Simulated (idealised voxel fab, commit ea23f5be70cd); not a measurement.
The name of this process module is voxel ribs on slabs.
Square cell edge 5 nm, section width 170 nm, ID cut.
Notation: cross-section as square-cell grid; stated in bands, top first, going down; one or more cell rows per band. The band entry comprises the height of the band's top followed by the height of its bottom, expressed in nm, and subsequently the band's materials from left to right, each stated together with its width in nm. Where a single material is marked with the word "all across", that material fills the band from edge to edge. The word "blank" represents empty space. Where do heights start? At 0: under that level the wafer as delivered is made of one material only. And the lowest band has no floor; it just carries on downward, as in "0 -> down". A two-number width, for instance "30->40", indicates that the width is equal to the first number in the top row of the band and to the second number in the bottom row, and that it changes by a constant amount per row of cells. Given "nothing changed" for a step, no cell of the cross-section differs between before and after that step. So "Unvented cavities" is basically the list of trapped voids: any empty space of 8 cells or more that can't reach the top through an opening. They're written width x height at distance, the distance being from the left edge, and it's all nm. On each step's line, the part that comes after the settings is the simulator's own comment on the step. overlay nm, on a step with a mask: how far to the right of its planned place the mask lay; to the left if negative.

Process steps - plan:
1 op RECEIVE | material Si
2 op DIRECTIONAL_DEP | material SiO2 | thk nm 30
3 op DIRECTIONAL_DEP | material SiN | thk nm 15
4 op PATTERN | tone cover | mask id RIB | material resist | width nm 30 | thk nm 20 | overlay nm 0
5 op DIRECTIONAL_ETCH | etch materials SiN | depth nm 10
6 op STRIP | etch materials resist
7 op DIRECTIONAL_DEP | material aC | thk nm 10
8 op PATTERN | tone cover | mask id SLAB | material resist | width nm 60 | thk nm 25 | overlay nm 0
9 op DIRECTIONAL_ETCH | etch materials aC | depth nm 10
10 op STRIP | etch materials resist
11 op DIRECTIONAL_ETCH | etch materials SiN | depth nm 5
12 op STRIP | etch materials aC
13 op FILL_DEP | material SiO2 | thk nm 30
14 op CMP | height nm 65
15 op DIRECTIONAL_DEP | material W | thk nm 5
16 op PATTERN | tone cover | mask id HEATER | material resist | width nm 30 | thk nm 20 | overlay nm 0
17 op DIRECTIONAL_ETCH | etch materials W | depth nm 5
18 op STRIP | etch materials resist
19 op CONFORMAL_DEP | material SiN | thk nm 10
Among the wafers covered here, the point of difference is the width nm at step 16; their starting state is shared, and the plan presents the value of the first wafer.

The first of several wafers in cross-section, exactly as it reached us after step 1:
> 0 -> down  Si all across
> Unvented cavities: none

Each wafer at the end: cells of each material gained (+) or lost (-) since it was received, then its closed voids:
width nm 30, +96 SiN, +418 SiO2, +6 W, Unvented cavities: none
width nm 35, +96 SiN, +418 SiO2, +7 W, Unvented cavities: none
width nm 40, +96 SiN, +418 SiO2, +8 W, Unvented cavities: none
width nm 45, +96 SiN, +418 SiO2, +9 W, Unvented cavities: none
width nm 50, +96 SiN, +418 SiO2, +10 W, Unvented cavities: none
width nm 55, +96 SiN, +418 SiO2, +11 W, Unvented cavities: none
